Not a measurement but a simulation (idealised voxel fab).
This section sets out a process module, namely voxel self aligned contacts.
Cross-sectional view cut (width: 225 nm; square cell size: 5 nm).
A cross-section in this document is a grid of square cells, and it is written down as bands, the top band listed before the ones below it; a band is made up of one or more rows of cells. Heights first: top, then bottom, in nm. Then materials, left to right, each with a width in nm. "all across" on a single material: fills the band edge to edge. "air": empty space. The level at which height equals 0 is the one under which the wafer, as it arrives, is entirely one material. No lower edge exists for the bottom band, which continues downward and is notated as in "0..down". So if you see something like "30->40" for the width, read it as the top row of the band sitting at the first number and the bottom row at the second, with every row in between moving by the same amount as the last. Step marked "identical to before"? Then no cell in the cross-section changed in it. "Enclosed internal voids" specifies each empty space that is not open to the top and that occupies no fewer than 8 cells, using the form width x height at distance, the distance measured from the left edge and all three quantities in nm. Where a step's line continues beyond its settings, the continuation is a remark by the simulator itself on that step. What "overlay nm" on a step's line means: if the step has a mask, that mask lay this far to the right of its planned place, or, when the value is negative, to the left.
Here's what the planned process steps look like:
| 1 | RECEIVE,material Si |
| 2 | OXIDIZE,depth nm 5 |
| 3 | DIRECTIONAL_DEP,material polySi,thk nm 25 |
| 4 | DIRECTIONAL_DEP,material SiN,thk nm 25 |
| 5 | DIRECTIONAL_DEP,material aC,thk nm 10 |
| 6 | PATTERN,tone cover,mask id GATE,material resist,width nm 35,pitch nm 80,thk nm 25,overlay nm 0 |
| 7 | DIRECTIONAL_ETCH,etch materials aC,depth nm 10 |
| 8 | STRIP,etch materials resist |
| 9 | DIRECTIONAL_ETCH,etch materials SiN,depth nm 25 |
| 10 | DIRECTIONAL_ETCH,etch materials polySi,depth nm 25 |
| 11 | STRIP,etch materials aC |
| 12 | CONFORMAL_DEP,material SiN,thk nm 10 |
| 13 | DIRECTIONAL_ETCH,etch materials SiN,depth nm 10 |
| 14 | FILL_DEP,material SiO2,thk nm 15 |
| 15 | CMP,height nm 60 |
| 16 | MASKED_ETCH,tone open,mask id CONTACT,width nm 65,pitch nm 80,etch materials SiO2,depth nm 65,overlay nm 0 |
| 17 | CONFORMAL_DEP,material TiN,thk nm 5 |
| 18 | FILL_DEP,material W,thk nm 10 |
| 19 | CMP,height nm 60 |
| 20 | CONFORMAL_DEP,material SiCN,thk nm 5 |
Wafer at receipt (post step 1), cross-section:
- 0..down = Si all across
- Enclosed internal voids: none
Cross-sectional image of the first of two wafers at the end of the module, the run having proceeded as planned:
- 65..60 = SiCN all across
- 60..50 = 40 SiO2  5->25 TiN  55->15 W  5->25 TiN  15 SiO2  5->25 TiN  55->15 W  5->25 TiN  40 SiO2
- 50..25 = 5 SiO2  55 SiN  5 TiN  15 W  5 TiN  55 SiN  5 TiN  15 W  5 TiN  55 SiN  5 SiO2
- 25..0 = 5 SiO2  10 SiN  35 polySi  10 SiN  5 TiN  15 W  5 TiN  10 SiN  35 polySi  10 SiN  5 TiN  15 W  5 TiN  10 SiN  35 polySi  10 SiN  5 SiO2
- 0..-5 = 60 SiO2  25 TiN  55 SiO2  25 TiN  60 SiO2
- -5..down = Si all across
- Enclosed internal voids: none
Second wafer cross-section at end of module - shared start and plan with the first, one mistake in the run:
- 65..60 = SiCN all across
- 60..50 = 40 SiO2  5->25 TiN  55->15 W  5->25 TiN  15 SiO2  5->25 TiN  55->15 W  5->25 TiN  40 SiO2
- 50..25 = 5 SiO2  55 SiN  5 TiN  15 W  5 TiN  55 SiN  5 TiN  15 W  5 TiN  55 SiN  5 SiO2
- 25..15 = 5 SiO2  10 SiN  35 polySi  10 SiN  5 TiN  15 W  5 TiN  10 SiN  35 polySi  10 SiN  5 TiN  15 W  5 TiN  10 SiN  35 polySi  10 SiN  5 SiO2
- 15..10 = 5 SiO2  10 SiN  35 polySi  10 SiN  25 TiN  10 SiN  35 polySi  10 SiN  25 TiN  10 SiN  35 polySi  10 SiN  5 SiO2
- 10..0 = 15 SiN  35 polySi  45 SiN  35 polySi  45 SiN  35 polySi  15 SiN
- 0..-5 = SiO2 all across
- -5..down = Si all across
- Enclosed internal voids: none
Against the plan, the run slipped here: steps 12 and 13: order swapped relative to plan
Count the cells at the end and the second wafer has more or fewer of some materials than the first: 24 more of SiN | 6 more of SiO2 | 12 fewer of TiN | 18 fewer of W
